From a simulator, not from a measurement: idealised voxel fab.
Title: Process Module voxel self aligned vias
Cross-section cut: width 170 nm, square cells of 5 nm.
Think of the cross-section as a grid of square cells. We describe it in bands, top to bottom, and each band covers one or more rows of those cells.
Basically the band line says how high the top is and how high the bottom is, in nm, and then what's in it from left to right, every material with its width in nm. Empty space shows up as "air", and if a single material carries "all across" it runs the full band edge to edge.
Below 0: as-received wafer, all one material; heights counted from there. Lowest band: no bottom, goes on down, written "z 0 and below".
Quick explanation for "30->40": the width changes in equal steps down the rows of cells, from the first number in the band's top row to the second number in its bottom row.
"nothing was modified" (step): cross-section cells unchanged, all of them.
Empty spaces without an open route to the top, at least 8 cells in extent, make up the entry "Sealed-off cavities"; each is given as width x height at distance, where the distance is measured from the left edge, and all are in nm.
Post-settings text on a step line: simulator's own remark regarding the step.
If you see "overlay nm" on a step's line and that step has a mask, it's telling you how far right of where it was planned the mask ended up; a negative number means it went left instead.

Process steps foreseen in the plan:
- 1: RECEIVE [material Si]
- 2: CONFORMAL_DEP [material SiO2] [thk nm 15]
- 3: CONFORMAL_DEP [material SiCN] [thk nm 5]
- 4: DIRECTIONAL_DEP [material SiO2] [thk nm 30]
- 5: MASKED_ETCH [tone open] [mask id LINES] [width nm 30] [pitch nm 75] [etch materials SiO2] [depth nm 30] [overlay nm 0]
- 6: CONFORMAL_DEP [material TiN] [thk nm 5]
- 7: FILL_DEP [material W] [thk nm 5]
- 8: CMP [height nm 50]
- 9: SELECTIVE_ETCH [etch materials W Ru TiN] [depth nm 10]
- 10: FILL_DEP [material SiN] [thk nm 5]
- 11: CMP [height nm 50]
- 12: DIRECTIONAL_DEP [material SiO2] [thk nm 20]
- 13: PATTERN [tone open] [mask id VIAS] [material resist] [width nm 50] [pitch nm 75] [thk nm 20] [overlay nm 0]
- 14: DIRECTIONAL_ETCH [etch materials SiO2] [depth nm 20]
- 15: DIRECTIONAL_ETCH [etch materials SiN] [depth nm 10]
- 16: STRIP [etch materials resist]
- 17: CONFORMAL_DEP [material TiN] [thk nm 5]
- 18: FILL_DEP [material Cu] [thk nm 5]
- 19: CMP [height nm 70]
- 20: CONFORMAL_DEP [material SiCN] [thk nm 5]

First wafer of two (run as planned):

Shown in cross-section is the wafer as received, that is, as it stands after step 1:
z 0 and below: Si all across
Sealed-off cavities: none

Step 2 complete: cross-section through the wafer:
z 15 to 0: SiO2 all across
No changes below 0.

Step 3 complete: cross-section through the wafer:
z 20 to 15: SiCN all across
No changes below 15.

Step 4 complete: cross-section through the wafer:
z 50 to 20: SiO2 all across
No changes below 20.

Step 5 complete: cross-section through the wafer:
z 50 to 20: SiO2=30; air=30; SiO2=45; air=30; SiO2=35
No changes below 20.

Step 6 complete: cross-section through the wafer:
z 55 to 50: TiN=35; air=20; TiN=55; air=20; TiN=40
z 50 to 25: SiO2=30; TiN=5; air=20; TiN=5; SiO2=45; TiN=5; air=20; TiN=5; SiO2=35
z 25 to 20: SiO2=30; TiN=30; SiO2=45; TiN=30; SiO2=35
No changes below 20.

Step 7 complete: cross-section through the wafer:
z 60 to 55: W all across
z 55 to 50: TiN=35; W=20; TiN=55; W=20; TiN=40
z 50 to 25: SiO2=30; TiN=5; W=20; TiN=5; SiO2=45; TiN=5; W=20; TiN=5; SiO2=35
No changes below 25.

Step 8 complete: cross-section through the wafer:
z 50 to 25: SiO2=30; TiN=5; W=20; TiN=5; SiO2=45; TiN=5; W=20; TiN=5; SiO2=35
No changes below 25.

Step 9 complete: cross-section through the wafer:
z 50 to 40: SiO2=30; air=30; SiO2=45; air=30; SiO2=35
No changes below 40.

Step 10 complete: cross-section through the wafer:
z 55 to 50: SiN all across
z 50 to 40: SiO2=30; SiN=30; SiO2=45; SiN=30; SiO2=35
No changes below 40.

Step 11 complete: cross-section through the wafer:
z 50 to 40: SiO2=30; SiN=30; SiO2=45; SiN=30; SiO2=35
No changes below 40.

Step 12 complete: cross-section through the wafer:
z 70 to 50: SiO2 all across
No changes below 50.

Step 13 complete: cross-section through the wafer:
z 90 to 70: resist=20; air=50; resist=25; air=50; resist=25
No changes below 70.

Step 14 complete: cross-section through the wafer:
z 90 to 70: resist=20; air=50; resist=25; air=50; resist=25
z 70 to 50: SiO2=20; air=50; SiO2=25; air=50; SiO2=25
No changes below 50.

Step 15 complete: cross-section through the wafer:
z 90 to 70: resist=20; air=50; resist=25; air=50; resist=25
z 70 to 50: SiO2=20; air=50; SiO2=25; air=50; SiO2=25
z 50 to 40: SiO2=30; air=30; SiO2=45; air=30; SiO2=35
No changes below 40.

Step 16 complete: cross-section through the wafer:
z 70 to 50: SiO2=20; air=50; SiO2=25; air=50; SiO2=25
No changes below 50.

Step 17 complete: cross-section through the wafer:
z 75 to 70: TiN=25; air=40; TiN=35; air=40; TiN=30
z 70 to 55: SiO2=20; TiN=5; air=40; TiN=5; SiO2=25; TiN=5; air=40; TiN=5; SiO2=25
z 55 to 45: SiO2=20->30; TiN=15->5; air=20; TiN=15->5; SiO2=25->45; TiN=15->5; air=20; TiN=15->5; SiO2=25->35
z 45 to 40: SiO2=30; TiN=30; SiO2=45; TiN=30; SiO2=35
No changes below 40.

Step 18 complete: cross-section through the wafer:
z 80 to 75: Cu all across
z 75 to 70: TiN=25; Cu=40; TiN=35; Cu=40; TiN=30
z 70 to 55: SiO2=20; TiN=5; Cu=40; TiN=5; SiO2=25; TiN=5; Cu=40; TiN=5; SiO2=25
z 55 to 45: SiO2=20->30; TiN=15->5; Cu=20; TiN=15->5; SiO2=25->45; TiN=15->5; Cu=20; TiN=15->5; SiO2=25->35
No changes below 45.

Step 19 complete: cross-section through the wafer:
z 70 to 55: SiO2=20; TiN=5; Cu=40; TiN=5; SiO2=25; TiN=5; Cu=40; TiN=5; SiO2=25
No changes below 55.

Step 20 complete: cross-section through the wafer:
z 75 to 70: SiCN all across
No changes below 70.

Companion wafer, the second of two: same beginning, same intended sequence, one mistake in carrying it out; through step 6 inclusive it tracks the first exactly:

Here is the second wafer in cross-section at the point where step 7 of the plan should have been done:
z 60 to 55: SiCN all across
z 55 to 50: TiN=35; SiCN=20; TiN=55; SiCN=20; TiN=40
z 50 to 25: SiO2=30; TiN=5; SiCN=20; TiN=5; SiO2=45; TiN=5; SiCN=20; TiN=5; SiO2=35
No changes below 25.

Here is the second wafer in cross-section at the point where step 8 of the plan should have been done:
z 50 to 25: SiO2=30; TiN=5; SiCN=20; TiN=5; SiO2=45; TiN=5; SiCN=20; TiN=5; SiO2=35
No changes below 25.

Here is the second wafer in cross-section at the point where step 9 of the plan should have been done:
z 50 to 40: SiO2=30; air=5; SiCN=20; air=5; SiO2=45; air=5; SiCN=20; air=5; SiO2=35
No changes below 40.

Here is the second wafer in cross-section at the point where step 10 of the plan should have been done:
z 55 to 50: SiN all across
z 50 to 40: SiO2=30; SiN=5; SiCN=20; SiN=5; SiO2=45; SiN=5; SiCN=20; SiN=5; SiO2=35
No changes below 40.

Here is the second wafer in cross-section at the point where step 11 of the plan should have been done:
z 50 to 40: SiO2=30; SiN=5; SiCN=20; SiN=5; SiO2=45; SiN=5; SiCN=20; SiN=5; SiO2=35
No changes below 40.

Here is the second wafer in cross-section at the point where step 12 of the plan should have been done:
z 70 to 50: SiO2 all across
No changes below 50.

Here is the second wafer in cross-section at the point where step 13 of the plan should have been done:
z 90 to 70: resist=20; air=50; resist=25; air=50; resist=25
No changes below 70.

Here is the second wafer in cross-section at the point where step 14 of the plan should have been done:
z 90 to 70: resist=20; air=50; resist=25; air=50; resist=25
z 70 to 50: SiO2=20; air=50; SiO2=25; air=50; SiO2=25
No changes below 50.

Here is the second wafer in cross-section at the point where step 15 of the plan should have been done:
z 90 to 70: resist=20; air=50; resist=25; air=50; resist=25
z 70 to 50: SiO2=20; air=50; SiO2=25; air=50; SiO2=25
z 50 to 40: SiO2=30; air=5; SiCN=20; air=5; SiO2=45; air=5; SiCN=20; air=5; SiO2=35
No changes below 40.

Here is the second wafer in cross-section at the point where step 16 of the plan should have been done:
z 70 to 50: SiO2=20; air=50; SiO2=25; air=50; SiO2=25
No changes below 50.

Here is the second wafer in cross-section at the point where step 17 of the plan should have been done:
z 75 to 70: TiN=25; air=40; TiN=35; air=40; TiN=30
z 70 to 55: SiO2=20; TiN=5; air=40; TiN=5; SiO2=25; TiN=5; air=40; TiN=5; SiO2=25
z 55 to 50: SiO2=20; TiN=50; SiO2=25; TiN=50; SiO2=25
z 50 to 25: SiO2=30; TiN=5; SiCN=20; TiN=5; SiO2=45; TiN=5; SiCN=20; TiN=5; SiO2=35
No changes below 25.

Here is the second wafer in cross-section at the point where step 18 of the plan should have been done:
z 80 to 75: Cu all across
z 75 to 70: TiN=25; Cu=40; TiN=35; Cu=40; TiN=30
z 70 to 55: SiO2=20; TiN=5; Cu=40; TiN=5; SiO2=25; TiN=5; Cu=40; TiN=5; SiO2=25
No changes below 55.

Here is the second wafer in cross-section at the point where step 19 of the plan should have been done:
z 70 to 55: SiO2=20; TiN=5; Cu=40; TiN=5; SiO2=25; TiN=5; Cu=40; TiN=5; SiO2=25
No changes below 55.

Here is the second wafer in cross-section at the point where step 20 of the plan should have been done:
z 75 to 70: SiCN all across
No changes below 70.
Where did the run depart from the plan? step 7, actual vs plan mismatch, actual run FILL_DEP [material SiCN] [thk nm 5]
Looking at both finished wafers in cells, the second ends up ahead of or behind the first on some materials: 16 fewer of Cu; 40 more of SiCN; 24 fewer of W
